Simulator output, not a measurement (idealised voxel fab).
The process module presented herein is designated voxel wiring stack.
The figure presents cross-section cut, which has a width of 160 nm and is divided into square cells with an edge length of 5 nm.
Notation: cross-section as square-cell grid; stated in bands, top first, going down; one or more cell rows per band.
It is stipulated that each band's entry specify, in nanometres, the height of the top of the band and then that of its bottom, followed by the materials of the band in left-to-right sequence, each together with its width in nanometres. A single material marked by the word "full width" is understood to fill the band from edge to edge; the word "empty" is understood to denote empty space.
Note: height 0 marks the level under which the wafer is uniformly one material as received. Lowest band unbounded below, written "0 down".
Note: "30 to 40" means the width goes from the first number (top row of the band) to the second number (bottom row) in equal steps per row of cells.
Where the words "nothing altered" appear for a step, the cross-section shows no cell changed by that step; every cell remained as before.
Empty spaces without an open route to the top, at least 8 cells in extent, make up the entry "Fully sealed voids"; each is given as width x height at distance, where the distance is measured from the left edge, and all are in nm.
Read whatever lies past the settings on a step's line as the simulator's own remark about the step.
Among the settings permitted on a step's line is "overlay nm"; applied to a step with a mask, it specifies the extent to which the mask lay to the right of its planned position, whereas a negative figure signifies a position to the left.

Intended process steps
1 RECEIVE with material Si
2 CONFORMAL_DEP with material SiO2, thk nm 15
3 CONFORMAL_DEP with material SiN, thk nm 5
4 DIRECTIONAL_DEP with material SiO2, thk nm 15
5 PATTERN with tone open, mask id METAL_1, material resist, width nm 30, pitch nm 45, thk nm 15, overlay nm 0
6 DIRECTIONAL_ETCH with etch materials SiO2, depth nm 15
7 DIRECTIONAL_ETCH with etch materials SiN, depth nm 5
8 STRIP with etch materials resist
9 CONFORMAL_DEP with material TiN, thk nm 5
10 FILL_DEP with material W, thk nm 10
11 CMP with height nm 35
12 CONFORMAL_DEP with material SiCN, thk nm 5
13 DIRECTIONAL_DEP with material SiO2, thk nm 20
14 PATTERN with tone open, mask id PLUG_1, material resist, width nm 15, thk nm 15, overlay nm 0
15 DIRECTIONAL_ETCH with etch materials SiO2, depth nm 20
16 DIRECTIONAL_ETCH with etch materials SiCN, depth nm 5
17 STRIP with etch materials resist
18 EPI with material Ru, thk nm 10
19 EPI with material Ru, thk nm 10
20 EPI with material Ru, thk nm 5
21 CONFORMAL_DEP with material SiCN, thk nm 5
22 DIRECTIONAL_DEP with material SiO2, thk nm 15
23 PATTERN with tone open, mask id METAL_2, material resist, width nm 30, pitch nm 45, thk nm 20, overlay nm 0
24 DIRECTIONAL_ETCH with etch materials SiO2, depth nm 15
25 DIRECTIONAL_ETCH with etch materials SiCN, depth nm 5
26 STRIP with etch materials resist
27 CONFORMAL_DEP with material TiN, thk nm 5
28 FILL_DEP with material Ru, thk nm 5
29 CMP with height nm 80
30 CONFORMAL_DEP with material SiCN, thk nm 5
31 DIRECTIONAL_DEP with material lowk, thk nm 15
32 PATTERN with tone open, mask id PLUG_2, material resist, width nm 15, thk nm 15, overlay nm 0
33 DIRECTIONAL_ETCH with etch materials lowk, depth nm 15
34 DIRECTIONAL_ETCH with etch materials SiCN, depth nm 5
35 STRIP with etch materials resist
36 CONFORMAL_DEP with material TiN, thk nm 5
37 FILL_DEP with material Ru, thk nm 10
38 CMP with height nm 100
39 CONFORMAL_DEP with material SiN, thk nm 5
40 DIRECTIONAL_DEP with material lowk, thk nm 25
41 PATTERN with tone open, mask id METAL_3, material resist, width nm 30, pitch nm 45, thk nm 15, overlay nm 0
42 DIRECTIONAL_ETCH with etch materials lowk, depth nm 25
43 DIRECTIONAL_ETCH with etch materials SiN, depth nm 5
44 STRIP with etch materials resist
45 CONFORMAL_DEP with material TiN, thk nm 5
46 FILL_DEP with material W, thk nm 10
47 CMP with height nm 130
48 CONFORMAL_DEP with material SiCN, thk nm 5

The first wafer of two, processed as planned

Cross-section of the wafer as it came to us, i.e., already through step 1
	0 down: Si full width
	Fully sealed voids: none

Presented here is a cross-section of the wafer after step 2 has been performed
	15 to 0: SiO2 full width
	Below 0 it's all the same as before, nothing changed down there.

Presented here is a cross-section of the wafer after step 3 has been performed
	20 to 15: SiN full width
	Below 15 it's all the same as before, nothing changed down there.

Presented here is a cross-section of the wafer after step 4 has been performed
	35 to 20: SiO2 full width
	Below 20 it's all the same as before, nothing changed down there.

Presented here is a cross-section of the wafer after step 5 has been performed
	50 to 35: 40 nm resist, 30 nm empty, 15 nm resist, 30 nm empty, 45 nm resist
	Below 35 it's all the same as before, nothing changed down there.

Presented here is a cross-section of the wafer after step 6 has been performed
	50 to 35: 40 nm resist, 30 nm empty, 15 nm resist, 30 nm empty, 45 nm resist
	35 to 20: 40 nm SiO2, 30 nm empty, 15 nm SiO2, 30 nm empty, 45 nm SiO2
	Below 20 it's all the same as before, nothing changed down there.

Presented here is a cross-section of the wafer after step 7 has been performed
	50 to 35: 40 nm resist, 30 nm empty, 15 nm resist, 30 nm empty, 45 nm resist
	35 to 20: 40 nm SiO2, 30 nm empty, 15 nm SiO2, 30 nm empty, 45 nm SiO2
	20 to 15: 40 nm SiN, 30 nm empty, 15 nm SiN, 30 nm empty, 45 nm SiN
	Below 15 it's all the same as before, nothing changed down there.

Presented here is a cross-section of the wafer after step 8 has been performed
	35 to 20: 40 nm SiO2, 30 nm empty, 15 nm SiO2, 30 nm empty, 45 nm SiO2
	Below 20 it's all the same as before, nothing changed down there.

Presented here is a cross-section of the wafer after step 9 has been performed
	40 to 35: 45 nm TiN, 20 nm empty, 25 nm TiN, 20 nm empty, 50 nm TiN
	35 to 20: 40 nm SiO2, 5 nm TiN, 20 nm empty, 5 nm TiN, 15 nm SiO2, 5 nm TiN, 20 nm empty, 5 nm TiN, 45 nm SiO2
	20 to 15: 40 nm SiN, 30 nm TiN, 15 nm SiN, 30 nm TiN, 45 nm SiN
	Below 15 it's all the same as before, nothing changed down there.

Presented here is a cross-section of the wafer after step 10 has been performed
	50 to 40: W full width
	40 to 35: 45 nm TiN, 20 nm W, 25 nm TiN, 20 nm W, 50 nm TiN
	35 to 20: 40 nm SiO2, 5 nm TiN, 20 nm W, 5 nm TiN, 15 nm SiO2, 5 nm TiN, 20 nm W, 5 nm TiN, 45 nm SiO2
	Below 20 it's all the same as before, nothing changed down there.

Presented here is a cross-section of the wafer after step 11 has been performed
	35 to 20: 40 nm SiO2, 5 nm TiN, 20 nm W, 5 nm TiN, 15 nm SiO2, 5 nm TiN, 20 nm W, 5 nm TiN, 45 nm SiO2
	Below 20 it's all the same as before, nothing changed down there.

Presented here is a cross-section of the wafer after step 12 has been performed
	40 to 35: SiCN full width
	Below 35 it's all the same as before, nothing changed down there.

Presented here is a cross-section of the wafer after step 13 has been performed
	60 to 40: SiO2 full width
	Below 40 it's all the same as before, nothing changed down there.

Presented here is a cross-section of the wafer after step 14 has been performed
	75 to 60: 40 nm resist, 15 nm empty, 105 nm resist
	Below 60 it's all the same as before, nothing changed down there.

Presented here is a cross-section of the wafer after step 15 has been performed
	75 to 60: 40 nm resist, 15 nm empty, 105 nm resist
	60 to 40: 40 nm SiO2, 15 nm empty, 105 nm SiO2
	Below 40 it's all the same as before, nothing changed down there.

Presented here is a cross-section of the wafer after step 16 has been performed
	75 to 60: 40 nm resist, 15 nm empty, 105 nm resist
	60 to 40: 40 nm SiO2, 15 nm empty, 105 nm SiO2
	40 to 35: 40 nm SiCN, 15 nm empty, 105 nm SiCN
	Below 35 it's all the same as before, nothing changed down there.

Presented here is a cross-section of the wafer after step 17 has been performed
	60 to 40: 40 nm SiO2, 15 nm empty, 105 nm SiO2
	Below 40 it's all the same as before, nothing changed down there.

Presented here is a cross-section of the wafer after step 18 has been performed
	60 to 45: 40 nm SiO2, 15 nm empty, 105 nm SiO2
	45 to 40: 40 nm SiO2, 15 nm Ru, 105 nm SiO2
	40 to 35: 40 nm SiCN, 15 nm Ru, 105 nm SiCN
	Below 35 it's all the same as before, nothing changed down there.

Presented here is a cross-section of the wafer after step 19 has been performed
	60 to 55: 40 nm SiO2, 15 nm empty, 105 nm SiO2
	55 to 40: 40 nm SiO2, 15 nm Ru, 105 nm SiO2
	Below 40 it's all the same as before, nothing changed down there.

Presented here is a cross-section of the wafer after step 20 has been performed
	60 to 40: 40 nm SiO2, 15 nm Ru, 105 nm SiO2
	Below 40 it's all the same as before, nothing changed down there.

Presented here is a cross-section of the wafer after step 21 has been performed
	65 to 60: SiCN full width
	Below 60 it's all the same as before, nothing changed down there.

Presented here is a cross-section of the wafer after step 22 has been performed
	80 to 65: SiO2 full width
	Below 65 it's all the same as before, nothing changed down there.

Presented here is a cross-section of the wafer after step 23 has been performed
	100 to 80: 40 nm resist, 30 nm empty, 15 nm resist, 30 nm empty, 45 nm resist
	Below 80 it's all the same as before, nothing changed down there.

Presented here is a cross-section of the wafer after step 24 has been performed
	100 to 80: 40 nm resist, 30 nm empty, 15 nm resist, 30 nm empty, 45 nm resist
	80 to 65: 40 nm SiO2, 30 nm empty, 15 nm SiO2, 30 nm empty, 45 nm SiO2
	Below 65 it's all the same as before, nothing changed down there.

Presented here is a cross-section of the wafer after step 25 has been performed
	100 to 80: 40 nm resist, 30 nm empty, 15 nm resist, 30 nm empty, 45 nm resist
	80 to 65: 40 nm SiO2, 30 nm empty, 15 nm SiO2, 30 nm empty, 45 nm SiO2
	65 to 60: 40 nm SiCN, 30 nm empty, 15 nm SiCN, 30 nm empty, 45 nm SiCN
	Below 60 it's all the same as before, nothing changed down there.

Presented here is a cross-section of the wafer after step 26 has been performed
	80 to 65: 40 nm SiO2, 30 nm empty, 15 nm SiO2, 30 nm empty, 45 nm SiO2
	Below 65 it's all the same as before, nothing changed down there.

Presented here is a cross-section of the wafer after step 27 has been performed
	85 to 80: 45 nm TiN, 20 nm empty, 25 nm TiN, 20 nm empty, 50 nm TiN
	80 to 65: 40 nm SiO2, 5 nm TiN, 20 nm empty, 5 nm TiN, 15 nm SiO2, 5 nm TiN, 20 nm empty, 5 nm TiN, 45 nm SiO2
	65 to 60: 40 nm SiCN, 30 nm TiN, 15 nm SiCN, 30 nm TiN, 45 nm SiCN
	Below 60 it's all the same as before, nothing changed down there.

Presented here is a cross-section of the wafer after step 28 has been performed
	90 to 85: Ru full width
	85 to 80: 45 nm TiN, 20 nm Ru, 25 nm TiN, 20 nm Ru, 50 nm TiN
	80 to 65: 40 nm SiO2, 5 nm TiN, 20 nm Ru, 5 nm TiN, 15 nm SiO2, 5 nm TiN, 20 nm Ru, 5 nm TiN, 45 nm SiO2
	Below 65 it's all the same as before, nothing changed down there.

Presented here is a cross-section of the wafer after step 29 has been performed
	80 to 65: 40 nm SiO2, 5 nm TiN, 20 nm Ru, 5 nm TiN, 15 nm SiO2, 5 nm TiN, 20 nm Ru, 5 nm TiN, 45 nm SiO2
	Below 65 it's all the same as before, nothing changed down there.

Presented here is a cross-section of the wafer after step 30 has been performed
	85 to 80: SiCN full width
	Below 80 it's all the same as before, nothing changed down there.

Presented here is a cross-section of the wafer after step 31 has been performed
	100 to 85: lowk full width
	Below 85 it's all the same as before, nothing changed down there.

Presented here is a cross-section of the wafer after step 32 has been performed
	115 to 100: 40 nm resist, 15 nm empty, 105 nm resist
	Below 100 it's all the same as before, nothing changed down there.

Presented here is a cross-section of the wafer after step 33 has been performed
	115 to 100: 40 nm resist, 15 nm empty, 105 nm resist
	100 to 85: 40 nm lowk, 15 nm empty, 105 nm lowk
	Below 85 it's all the same as before, nothing changed down there.

Presented here is a cross-section of the wafer after step 34 has been performed
	115 to 100: 40 nm resist, 15 nm empty, 105 nm resist
	100 to 85: 40 nm lowk, 15 nm empty, 105 nm lowk
	85 to 80: 40 nm SiCN, 15 nm empty, 105 nm SiCN
	Below 80 it's all the same as before, nothing changed down there.

Presented here is a cross-section of the wafer after step 35 has been performed
	100 to 85: 40 nm lowk, 15 nm empty, 105 nm lowk
	Below 85 it's all the same as before, nothing changed down there.

Presented here is a cross-section of the wafer after step 36 has been performed
	105 to 100: 45 nm TiN, 5 nm empty, 110 nm TiN
	100 to 85: 40 nm lowk, 5 nm TiN, 5 nm empty, 5 nm TiN, 105 nm lowk
	85 to 80: 40 nm SiCN, 15 nm TiN, 105 nm SiCN
	Below 80 it's all the same as before, nothing changed down there.

Presented here is a cross-section of the wafer after step 37 has been performed
	115 to 105: Ru full width
	105 to 100: 45 nm TiN, 5 nm Ru, 110 nm TiN
	100 to 85: 40 nm lowk, 5 nm TiN, 5 nm Ru, 5 nm TiN, 105 nm lowk
	Below 85 it's all the same as before, nothing changed down there.

Presented here is a cross-section of the wafer after step 38 has been performed
	100 to 85: 40 nm lowk, 5 nm TiN, 5 nm Ru, 5 nm TiN, 105 nm lowk
	Below 85 it's all the same as before, nothing changed down there.

Presented here is a cross-section of the wafer after step 39 has been performed
	105 to 100: SiN full width
	Below 100 it's all the same as before, nothing changed down there.

Presented here is a cross-section of the wafer after step 40 has been performed
	130 to 105: lowk full width
	Below 105 it's all the same as before, nothing changed down there.

Presented here is a cross-section of the wafer after step 41 has been performed
	145 to 130: 40 nm resist, 30 nm empty, 15 nm resist, 30 nm empty, 45 nm resist
	Below 130 it's all the same as before, nothing changed down there.

Presented here is a cross-section of the wafer after step 42 has been performed
	145 to 130: 40 nm resist, 30 nm empty, 15 nm resist, 30 nm empty, 45 nm resist
	130 to 105: 40 nm lowk, 30 nm empty, 15 nm lowk, 30 nm empty, 45 nm lowk
	Below 105 it's all the same as before, nothing changed down there.

Presented here is a cross-section of the wafer after step 43 has been performed
	145 to 130: 40 nm resist, 30 nm empty, 15 nm resist, 30 nm empty, 45 nm resist
	130 to 105: 40 nm lowk, 30 nm empty, 15 nm lowk, 30 nm empty, 45 nm lowk
	105 to 100: 40 nm SiN, 30 nm empty, 15 nm SiN, 30 nm empty, 45 nm SiN
	Below 100 it's all the same as before, nothing changed down there.

Presented here is a cross-section of the wafer after step 44 has been performed
	130 to 105: 40 nm lowk, 30 nm empty, 15 nm lowk, 30 nm empty, 45 nm lowk
	Below 105 it's all the same as before, nothing changed down there.

Presented here is a cross-section of the wafer after step 45 has been performed
	135 to 130: 45 nm TiN, 20 nm empty, 25 nm TiN, 20 nm empty, 50 nm TiN
	130 to 105: 40 nm lowk, 5 nm TiN, 20 nm empty, 5 nm TiN, 15 nm lowk, 5 nm TiN, 20 nm empty, 5 nm TiN, 45 nm lowk
	105 to 100: 40 nm SiN, 30 nm TiN, 15 nm SiN, 30 nm TiN, 45 nm SiN
	Below 100 it's all the same as before, nothing changed down there.

Presented here is a cross-section of the wafer after step 46 has been performed
	145 to 135: W full width
	135 to 130: 45 nm TiN, 20 nm W, 25 nm TiN, 20 nm W, 50 nm TiN
	130 to 105: 40 nm lowk, 5 nm TiN, 20 nm W, 5 nm TiN, 15 nm lowk, 5 nm TiN, 20 nm W, 5 nm TiN, 45 nm lowk
	Below 105 it's all the same as before, nothing changed down there.

Presented here is a cross-section of the wafer after step 47 has been performed
	130 to 105: 40 nm lowk, 5 nm TiN, 20 nm W, 5 nm TiN, 15 nm lowk, 5 nm TiN, 20 nm W, 5 nm TiN, 45 nm lowk
	Below 105 it's all the same as before, nothing changed down there.

Presented here is a cross-section of the wafer after step 48 has been performed
	135 to 130: SiCN full width
	Below 130 it's all the same as before, nothing changed down there.

The remaining wafer, second of the two, started like the first and was run to the same plan, except that one mistake was made along the way; the two coincide through step 17, inclusive

At the planned end of step 19, the second wafer in cross-section
	65 to 60: 35 nm empty, 25 nm Ru, 100 nm empty
	60 to 40: 40 nm SiO2, 15 nm Ru, 105 nm SiO2
	40 to 35: 40 nm SiCN, 15 nm Ru, 105 nm SiCN
	Below 35 it's all the same as before, nothing changed down there.

At the planned end of step 20, the second wafer in cross-section
	70 to 60: 30 nm empty, 35 nm Ru, 95 nm empty
	Below 60 it's all the same as before, nothing changed down there.

At the planned end of step 21, the second wafer in cross-section
	75 to 70: 25 nm empty, 45 nm SiCN, 90 nm empty
	70 to 65: 25 nm empty, 5 nm SiCN, 35 nm Ru, 5 nm SiCN, 90 nm empty
	65 to 60: 30 nm SiCN, 35 nm Ru, 95 nm SiCN
	Below 60 it's all the same as before, nothing changed down there.

At the planned end of step 22, the second wafer in cross-section
	90 to 80: 25 nm empty, 45 nm SiO2, 90 nm empty
	80 to 75: SiO2 full width
	75 to 70: 25 nm SiO2, 45 nm SiCN, 90 nm SiO2
	70 to 65: 25 nm SiO2, 5 nm SiCN, 35 nm Ru, 5 nm SiCN, 90 nm SiO2
	Below 65 it's all the same as before, nothing changed down there.

At the planned end of step 23, the second wafer in cross-section
	110 to 90: 40 nm resist, 30 nm empty, 15 nm resist, 30 nm empty, 45 nm resist
	90 to 80: 25 nm resist, 45 nm SiO2, 15 nm resist, 30 nm empty, 45 nm resist
	Below 80 it's all the same as before, nothing changed down there.

At the planned end of step 24, the second wafer in cross-section
	110 to 90: 40 nm resist, 30 nm empty, 15 nm resist, 30 nm empty, 45 nm resist
	90 to 80: 25 nm resist, 15 nm SiO2, 30 nm empty, 15 nm resist, 30 nm empty, 45 nm resist
	80 to 75: 40 nm SiO2, 30 nm empty, 15 nm SiO2, 30 nm empty, 45 nm SiO2
	75 to 70: 25 nm SiO2, 45 nm SiCN, 15 nm SiO2, 30 nm empty, 45 nm SiO2
	70 to 65: 25 nm SiO2, 5 nm SiCN, 35 nm Ru, 5 nm SiCN, 15 nm SiO2, 30 nm empty, 45 nm SiO2
	Below 65 it's all the same as before, nothing changed down there.

At the planned end of step 25, the second wafer in cross-section
	110 to 90: 40 nm resist, 30 nm empty, 15 nm resist, 30 nm empty, 45 nm resist
	90 to 80: 25 nm resist, 15 nm SiO2, 30 nm empty, 15 nm resist, 30 nm empty, 45 nm resist
	80 to 75: 40 nm SiO2, 30 nm empty, 15 nm SiO2, 30 nm empty, 45 nm SiO2
	75 to 70: 25 nm SiO2, 15 nm SiCN, 30 nm empty, 15 nm SiO2, 30 nm empty, 45 nm SiO2
	70 to 65: 25 nm SiO2, 5 nm SiCN, 35 nm Ru, 5 nm SiCN, 15 nm SiO2, 30 nm empty, 45 nm SiO2
	65 to 60: 30 nm SiCN, 35 nm Ru, 20 nm SiCN, 30 nm empty, 45 nm SiCN
	Below 60 it's all the same as before, nothing changed down there.

At the planned end of step 26, the second wafer in cross-section
	90 to 80: 25 nm empty, 15 nm SiO2, 120 nm empty
	Below 80 it's all the same as before, nothing changed down there.

At the planned end of step 27, the second wafer in cross-section
	95 to 90: 20 nm empty, 25 nm TiN, 115 nm empty
	90 to 85: 20 nm empty, 5 nm TiN, 15 nm SiO2, 5 nm TiN, 115 nm empty
	85 to 80: 25 nm TiN, 15 nm SiO2, 5 nm TiN, 20 nm empty, 25 nm TiN, 20 nm empty, 50 nm TiN
	80 to 75: 40 nm SiO2, 5 nm TiN, 20 nm empty, 5 nm TiN, 15 nm SiO2, 5 nm TiN, 20 nm empty, 5 nm TiN, 45 nm SiO2
	75 to 70: 25 nm SiO2, 15 nm SiCN, 30 nm TiN, 15 nm SiO2, 5 nm TiN, 20 nm empty, 5 nm TiN, 45 nm SiO2
	70 to 65: 25 nm SiO2, 5 nm SiCN, 35 nm Ru, 5 nm SiCN, 15 nm SiO2, 5 nm TiN, 20 nm empty, 5 nm TiN, 45 nm SiO2
	65 to 60: 30 nm SiCN, 35 nm Ru, 20 nm SiCN, 30 nm TiN, 45 nm SiCN
	Below 60 it's all the same as before, nothing changed down there.

At the planned end of step 28, the second wafer in cross-section
	100 to 95: Ru full width
	95 to 90: 20 nm Ru, 25 nm TiN, 115 nm Ru
	90 to 85: 20 nm Ru, 5 nm TiN, 15 nm SiO2, 5 nm TiN, 115 nm Ru
	85 to 80: 25 nm TiN, 15 nm SiO2, 5 nm TiN, 20 nm Ru, 25 nm TiN, 20 nm Ru, 50 nm TiN
	80 to 75: 40 nm SiO2, 5 nm TiN, 20 nm Ru, 5 nm TiN, 15 nm SiO2, 5 nm TiN, 20 nm Ru, 5 nm TiN, 45 nm SiO2
	75 to 70: 25 nm SiO2, 15 nm SiCN, 30 nm TiN, 15 nm SiO2, 5 nm TiN, 20 nm Ru, 5 nm TiN, 45 nm SiO2
	70 to 65: 25 nm SiO2, 5 nm SiCN, 35 nm Ru, 5 nm SiCN, 15 nm SiO2, 5 nm TiN, 20 nm Ru, 5 nm TiN, 45 nm SiO2
	Below 65 it's all the same as before, nothing changed down there.

At the planned end of step 29, the second wafer in cross-section
	80 to 75: 40 nm SiO2, 5 nm TiN, 20 nm Ru, 5 nm TiN, 15 nm SiO2, 5 nm TiN, 20 nm Ru, 5 nm TiN, 45 nm SiO2
	Below 75 it's all the same as before, nothing changed down there.

At the planned end of step 30, the second wafer in cross-section
	85 to 80: SiCN full width
	Below 80 it's all the same as before, nothing changed down there.

At the planned end of step 31, the second wafer in cross-section
	100 to 85: lowk full width
	Below 85 it's all the same as before, nothing changed down there.

At the planned end of step 32, the second wafer in cross-section
	115 to 100: 40 nm resist, 15 nm empty, 105 nm resist
	Below 100 it's all the same as before, nothing changed down there.

At the planned end of step 33, the second wafer in cross-section
	115 to 100: 40 nm resist, 15 nm empty, 105 nm resist
	100 to 85: 40 nm lowk, 15 nm empty, 105 nm lowk
	Below 85 it's all the same as before, nothing changed down there.

At the planned end of step 34, the second wafer in cross-section
	115 to 100: 40 nm resist, 15 nm empty, 105 nm resist
	100 to 85: 40 nm lowk, 15 nm empty, 105 nm lowk
	85 to 80: 40 nm SiCN, 15 nm empty, 105 nm SiCN
	Below 80 it's all the same as before, nothing changed down there.

At the planned end of step 35, the second wafer in cross-section
	100 to 85: 40 nm lowk, 15 nm empty, 105 nm lowk
	Below 85 it's all the same as before, nothing changed down there.

At the planned end of step 36, the second wafer in cross-section
	105 to 100: 45 nm TiN, 5 nm empty, 110 nm TiN
	100 to 85: 40 nm lowk, 5 nm TiN, 5 nm empty, 5 nm TiN, 105 nm lowk
	85 to 80: 40 nm SiCN, 15 nm TiN, 105 nm SiCN
	Below 80 it's all the same as before, nothing changed down there.

At the planned end of step 37, the second wafer in cross-section
	115 to 105: Ru full width
	105 to 100: 45 nm TiN, 5 nm Ru, 110 nm TiN
	100 to 85: 40 nm lowk, 5 nm TiN, 5 nm Ru, 5 nm TiN, 105 nm lowk
	Below 85 it's all the same as before, nothing changed down there.

At the planned end of step 38, the second wafer in cross-section
	100 to 85: 40 nm lowk, 5 nm TiN, 5 nm Ru, 5 nm TiN, 105 nm lowk
	Below 85 it's all the same as before, nothing changed down there.

At the planned end of step 39, the second wafer in cross-section
	105 to 100: SiN full width
	Below 100 it's all the same as before, nothing changed down there.

At the planned end of step 40, the second wafer in cross-section
	130 to 105: lowk full width
	Below 105 it's all the same as before, nothing changed down there.

At the planned end of step 41, the second wafer in cross-section
	145 to 130: 40 nm resist, 30 nm empty, 15 nm resist, 30 nm empty, 45 nm resist
	Below 130 it's all the same as before, nothing changed down there.

At the planned end of step 42, the second wafer in cross-section
	145 to 130: 40 nm resist, 30 nm empty, 15 nm resist, 30 nm empty, 45 nm resist
	130 to 105: 40 nm lowk, 30 nm empty, 15 nm lowk, 30 nm empty, 45 nm lowk
	Below 105 it's all the same as before, nothing changed down there.

At the planned end of step 43, the second wafer in cross-section
	145 to 130: 40 nm resist, 30 nm empty, 15 nm resist, 30 nm empty, 45 nm resist
	130 to 105: 40 nm lowk, 30 nm empty, 15 nm lowk, 30 nm empty, 45 nm lowk
	105 to 100: 40 nm SiN, 30 nm empty, 15 nm SiN, 30 nm empty, 45 nm SiN
	Below 100 it's all the same as before, nothing changed down there.

At the planned end of step 44, the second wafer in cross-section
	130 to 105: 40 nm lowk, 30 nm empty, 15 nm lowk, 30 nm empty, 45 nm lowk
	Below 105 it's all the same as before, nothing changed down there.

At the planned end of step 45, the second wafer in cross-section
	135 to 130: 45 nm TiN, 20 nm empty, 25 nm TiN, 20 nm empty, 50 nm TiN
	130 to 105: 40 nm lowk, 5 nm TiN, 20 nm empty, 5 nm TiN, 15 nm lowk, 5 nm TiN, 20 nm empty, 5 nm TiN, 45 nm lowk
	105 to 100: 40 nm SiN, 30 nm TiN, 15 nm SiN, 30 nm TiN, 45 nm SiN
	Below 100 it's all the same as before, nothing changed down there.

At the planned end of step 46, the second wafer in cross-section
	145 to 135: W full width
	135 to 130: 45 nm TiN, 20 nm W, 25 nm TiN, 20 nm W, 50 nm TiN
	130 to 105: 40 nm lowk, 5 nm TiN, 20 nm W, 5 nm TiN, 15 nm lowk, 5 nm TiN, 20 nm W, 5 nm TiN, 45 nm lowk
	Below 105 it's all the same as before, nothing changed down there.

At the planned end of step 47, the second wafer in cross-section
	130 to 105: 40 nm lowk, 5 nm TiN, 20 nm W, 5 nm TiN, 15 nm lowk, 5 nm TiN, 20 nm W, 5 nm TiN, 45 nm lowk
	Below 105 it's all the same as before, nothing changed down there.

At the planned end of step 48, the second wafer in cross-section
	135 to 130: SiCN full width
	Below 130 it's all the same as before, nothing changed down there.
Finding, execution versus plan: one step among the identical steps 18 and 19 was executed twice; it cannot be established which
Cell-count delta at end, second wafer over first, by material: +6 Ru, +4 SiCN, -6 SiO2, -4 TiN
